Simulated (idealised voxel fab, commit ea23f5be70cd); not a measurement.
Process module name: voxel transistor to metal
Cross-section cut spans 300 nm and uses square cells 5 nm in size.
In this document a cross-section is written as a grid of square cells. It is given as a series of bands, listed from the top down, and a band is one or more rows of cells.
Top, bottom (nm), then materials left to right with widths (nm); lone material tagged "edge to edge" fills the whole band edge to edge; "blank" = empty space.
Heights are reckoned from 0. Under this level, the received wafer is all of one material. The bottommost band is open-ended downward, for example "0 -> down".
With a width like "30..40", each row of cells in the band differs from the next by the same amount, the top row carrying the first number and the bottom row the second.
When a step is marked "remains unaltered", none of the cells in the cross-section changed during that step.
In the "Tabulated closed voids" entry, you get each enclosed empty space of 8 cells or more, one with no open way to the top, written width x height at distance, distance from the left edge, in nm.
On a step's line, text after the settings is the simulator commenting on that step.
The optional step-line setting "overlay nm" applies to steps with a mask and quantifies how far to the right of its planned location the mask lay, a negative value indicating leftward placement.
## Set out below are the planned steps of the process
| 1 | RECEIVE: material Si |
| 2 | OXIDIZE: depth nm 5 |
| 3 | CONFORMAL_DEP: material SiN, thk nm 10 |
| 4 | DIRECTIONAL_DEP: material aC, thk nm 15 |
| 5 | PATTERN: tone cover, mask id ACTIVE, material resist, width nm 105, pitch nm 135, thk nm 35, overlay nm 0 |
| 6 | DIRECTIONAL_ETCH: etch materials aC, depth nm 15 |
| 7 | STRIP: etch materials resist |
| 8 | DIRECTIONAL_ETCH: etch materials SiN, depth nm 10 |
| 9 | DIRECTIONAL_ETCH: etch materials SiO2, depth nm 5 |
| 10 | DIRECTIONAL_ETCH: etch materials Si, depth nm 30 |
| 11 | STRIP: etch materials aC |
| 12 | FILL_DEP: material SiO2, thk nm 15 |
| 13 | CMP: height nm 10 |
| 14 | SELECTIVE_ETCH: etch materials SiO2, depth nm 10 |
| 15 | STRIP: etch materials SiN |
| 16 | SELECTIVE_ETCH: etch materials SiO2, depth nm 5 |
| 17 | OXIDIZE: depth nm 5 |
| 18 | DIRECTIONAL_DEP: material polySi, thk nm 25 |
| 19 | DIRECTIONAL_DEP: material SiCN, thk nm 15 |
| 20 | MASKED_ETCH: tone cover, mask id GATE, width nm 25, pitch nm 135, etch materials SiCN, depth nm 25, overlay nm 0 |
| 21 | MASKED_ETCH: tone cover, mask id GATE, width nm 25, pitch nm 135, etch materials polySi, depth nm 35, overlay nm 0 |
| 22 | CONFORMAL_DEP: material SiN, thk nm 5 |
| 23 | DIRECTIONAL_ETCH: etch materials SiN, depth nm 5 |
| 24 | DIRECTIONAL_ETCH: etch materials SiO2, depth nm 5 |
| 25 | DIRECTIONAL_ETCH: etch materials Si, depth nm 5 |
| 26 | EPI: material SiGe, thk nm 15 |
| 27 | FILL_DEP: material SiO2, thk nm 10 |
| 28 | CMP: height nm 20 |
| 29 | STRIP: etch materials polySi |
| 30 | SELECTIVE_ETCH: etch materials SiO2, depth nm 5 |
| 31 | CONFORMAL_DEP: material HfO2, thk nm 5 |
| 32 | CONFORMAL_DEP: material TiN, thk nm 5 |
| 33 | FILL_DEP: material W, thk nm 5 |
| 34 | CMP: height nm 15 |
| 35 | DIRECTIONAL_DEP: material SiO2, thk nm 10 |
| 36 | DIRECTIONAL_DEP: material aC, thk nm 10 |
| 37 | PATTERN: tone open, mask id CONTACT, material resist, width nm 15, thk nm 25, overlay nm 0 |
| 38 | DIRECTIONAL_ETCH: etch materials aC, depth nm 10 |
| 39 | STRIP: etch materials resist |
| 40 | DIRECTIONAL_ETCH: etch materials SiO2, depth nm 35 |
| 41 | STRIP: etch materials aC |
| 42 | CONFORMAL_DEP: material TiN, thk nm 5 |
| 43 | FILL_DEP: material W, thk nm 10 |
| 44 | CMP: height nm 25 |
| 45 | CONFORMAL_DEP: material SiN, thk nm 5 |
| 46 | DIRECTIONAL_DEP: material lowk, thk nm 20 |
| 47 | MASKED_ETCH: tone open, mask id METAL_1, width nm 15, etch materials lowk, depth nm 20, overlay nm 0 |
| 48 | MASKED_ETCH: tone open, mask id METAL_1, width nm 15, etch materials SiN, depth nm 5, overlay nm 0 |
| 49 | CONFORMAL_DEP: material TiN, thk nm 5 |
| 50 | FILL_DEP: material W, thk nm 5 |
| 51 | CMP: height nm 50 |
| 52 | CONFORMAL_DEP: material SiCN, thk nm 5 |
| 53 | DIRECTIONAL_DEP: material lowk, thk nm 30 |
| 54 | PATTERN: tone open, mask id METAL_2, material resist, width nm 15, pitch nm 135, thk nm 20, overlay nm 0 |
| 55 | DIRECTIONAL_ETCH: etch materials lowk, depth nm 20 |
| 56 | STRIP: etch materials resist |
| 57 | PATTERN: tone open, mask id METAL_2_HOLES, material resist, width nm 15, pitch nm 135, thk nm 20, overlay nm 0 |
| 58 | DIRECTIONAL_ETCH: etch materials lowk, depth nm 10 |
| 59 | DIRECTIONAL_ETCH: etch materials SiCN, depth nm 5 |
| 60 | STRIP: etch materials resist |
| 61 | CONFORMAL_DEP: material TiN, thk nm 5 |
| 62 | FILL_DEP: material Ru, thk nm 5 |
| 63 | CMP: height nm 85 |
| 64 | CONFORMAL_DEP: material SiCN, thk nm 5 |
The plan shows the depth nm of step 25 as the first wafer had it; this setting differs between the wafers, which start out alike.
## The as-received cross-section of the first of several wafers corresponds to the state after step 1
    0 -> down | Si edge to edge
    Tabulated closed voids: none
## First wafer of several, cross-section, module end, after step 64 (last)
    90 -> 85 | SiCN edge to edge
    85 -> 55 | lowk (35); TiN (5); Ru (5); TiN (5); lowk (120); TiN (5); Ru (5); TiN (5); lowk (115)
    55 -> 50 | SiCN (35); TiN (15); SiCN (120); TiN (15); SiCN (115)
    50 -> 30 | lowk (35); TiN (5); W (5); TiN (5); lowk (65); TiN (5); W (5); TiN (5); lowk (40); TiN (5); W (5); TiN (5); lowk (65); TiN (5); W (5); TiN (5); lowk (35)
    30 -> 25 | SiN (35); TiN (15); SiN (65); TiN (15); SiN (40); TiN (15); SiN (65); TiN (15); SiN (35)
    25 -> 15 | SiO2 (35); TiN (5); W (5); TiN (5); SiO2 (65); TiN (5); W (5); TiN (5); SiO2 (40); TiN (5); W (5); TiN (5); SiO2 (65); TiN (5); W (5); TiN (5); SiO2 (35)
    15 -> 5 | SiO2 (35); TiN (5); W (5); TiN (5); SiO2 (15); SiN (5); HfO2 (5); TiN (5); W (5); TiN (5); HfO2 (5); SiN (5); SiO2 (15); TiN (5); W (5); TiN (5); SiO2 (40); TiN (5); W (5); TiN (5); SiO2 (15); SiN (5); HfO2 (5); TiN (5); W (5); TiN (5); HfO2 (5); SiN (5); SiO2 (15); TiN (5); W (5); TiN (5); SiO2 (35)
    5 -> 0 | SiO2 (35); TiN (15); SiGe (15); SiN (5); HfO2 (5); TiN (5); W (5); TiN (5); HfO2 (5); SiN (5); SiGe (15); TiN (15); SiO2 (40); TiN (15); SiGe (15); SiN (5); HfO2 (5); TiN (5); W (5); TiN (5); HfO2 (5); SiN (5); SiGe (15); TiN (15); SiO2 (35)
    0 -> -5 | SiO2 (20); SiGe (45); SiN (5); HfO2 (5); TiN (15); HfO2 (5); SiN (5); SiGe (45); SiO2 (10); SiGe (45); SiN (5); HfO2 (5); TiN (15); HfO2 (5); SiN (5); SiGe (45); SiO2 (20)
    -5 -> -10 | SiO2 (20); SiGe (45); HfO2 (35); SiGe (45); SiO2 (10); SiGe (45); HfO2 (35); SiGe (45); SiO2 (20)
    -10 -> -15 | SiO2 (30); SiGe (35); Si (35); SiGe (35); SiO2 (30); SiGe (35); Si (35); SiGe (35); SiO2 (30)
    -15 -> -35 | SiO2 (30); Si (105); SiO2 (30); Si (105); SiO2 (30)
    -35 -> down | Si edge to edge
    Tabulated closed voids: none
## last wafer at the end
    90 -> 85 | SiCN edge to edge
    85 -> 55 | lowk (35); TiN (5); Ru (5); TiN (5); lowk (120); TiN (5); Ru (5); TiN (5); lowk (115)
    55 -> 50 | SiCN (35); TiN (15); SiCN (120); TiN (15); SiCN (115)
    50 -> 30 | lowk (35); TiN (5); W (5); TiN (5); lowk (65); TiN (5); W (5); TiN (5); lowk (40); TiN (5); W (5); TiN (5); lowk (65); TiN (5); W (5); TiN (5); lowk (35)
    30 -> 25 | SiN (35); TiN (15); SiN (65); TiN (15); SiN (40); TiN (15); SiN (65); TiN (15); SiN (35)
    25 -> 15 | SiO2 (35); TiN (5); W (5); TiN (5); SiO2 (65); TiN (5); W (5); TiN (5); SiO2 (40); TiN (5); W (5); TiN (5); SiO2 (65); TiN (5); W (5); TiN (5); SiO2 (35)
    15 -> 5 | SiO2 (35); TiN (5); W (5); TiN (5); SiO2 (15); SiN (5); HfO2 (5); TiN (5); W (5); TiN (5); HfO2 (5); SiN (5); SiO2 (15); TiN (5); W (5); TiN (5); SiO2 (40); TiN (5); W (5); TiN (5); SiO2 (15); SiN (5); HfO2 (5); TiN (5); W (5); TiN (5); HfO2 (5); SiN (5); SiO2 (15); TiN (5); W (5); TiN (5); SiO2 (35)
    5 -> 0 | SiO2 (35); TiN (5); W (5); TiN (5); SiGe (15); SiN (5); HfO2 (5); TiN (5); W (5); TiN (5); HfO2 (5); SiN (5); SiGe (15); TiN (5); W (5); TiN (5); SiO2 (40); TiN (5); W (5); TiN (5); SiGe (15); SiN (5); HfO2 (5); TiN (5); W (5); TiN (5); HfO2 (5); SiN (5); SiGe (15); TiN (5); W (5); TiN (5); SiO2 (35)
    0 -> -5 | SiO2 (35); TiN (5); W (5); TiN (5); SiGe (15); SiN (5); HfO2 (5); TiN (15); HfO2 (5); SiN (5); SiGe (15); TiN (5); W (5); TiN (5); SiO2 (40); TiN (5); W (5); TiN (5); SiGe (15); SiN (5); HfO2 (5); TiN (15); HfO2 (5); SiN (5); SiGe (15); TiN (5); W (5); TiN (5); SiO2 (35)
    -5 -> -10 | SiO2 (35); TiN (15); SiGe (15); HfO2 (35); SiGe (15); TiN (15); SiO2 (40); TiN (15); SiGe (15); HfO2 (35); SiGe (15); TiN (15); SiO2 (35)
    -10 -> -20 | SiO2 (50); SiGe (15); Si (35); SiGe (15); SiO2 (70); SiGe (15); Si (35); SiGe (15); SiO2 (50)
    -20 -> -25 | SiO2 (30); SiGe (15); SiO2 (5); SiGe (15); Si (35); SiGe (15); SiO2 (5); SiGe (15); SiO2 (30); SiGe (15); SiO2 (5); SiGe (15); Si (35); SiGe (15); SiO2 (5); SiGe (15); SiO2 (30)
    -25 -> -35 | SiO2 (30); SiGe (35); Si (35); SiGe (35); SiO2 (30); SiGe (35); Si (35); SiGe (35); SiO2 (30)
    -35 -> -40 | Si (30); SiGe (35); Si (35); SiGe (35); Si (30); SiGe (35); Si (35); SiGe (35); Si (30)
    -40 -> down | Si edge to edge
    Tabulated closed voids: none
## The table below has one row for each wafer; a row shows, as of the end of the module, how many cells of each material the wafer has gained, marked (+), or lost, marked (-), since it was received, and then the wafer's closed voids
depth nm 5; +30 HfO2; +12 Ru; -238 Si; +114 SiCN; +112 SiGe; +64 SiN; +296 SiO2; +136 TiN; +38 W; +516 lowk; Tabulated closed voids: none
depth nm 10; +30 HfO2; +12 Ru; -266 Si; +114 SiCN; +112 SiGe; +64 SiN; +312 SiO2; +144 TiN; +42 W; +516 lowk; Tabulated closed voids: none
depth nm 15; +30 HfO2; +12 Ru; -294 Si; +114 SiCN; +120 SiGe; +64 SiN; +320 SiO2; +152 TiN; +46 W; +516 lowk; Tabulated closed voids: none
depth nm 20; +30 HfO2; +12 Ru; -322 Si; +114 SiCN; +132 SiGe; +64 SiN; +336 SiO2; +152 TiN; +46 W; +516 lowk; Tabulated closed voids: none
depth nm 25; +30 HfO2; +12 Ru; -350 Si; +114 SiCN; +144 SiGe; +64 SiN; +352 SiO2; +152 TiN; +46 W; +516 lowk; Tabulated closed voids: none
depth nm 30; +30 HfO2; +12 Ru; -378 Si; +114 SiCN; +168 SiGe; +64 SiN; +356 SiO2; +152 TiN; +46 W; +516 lowk; Tabulated closed voids: none
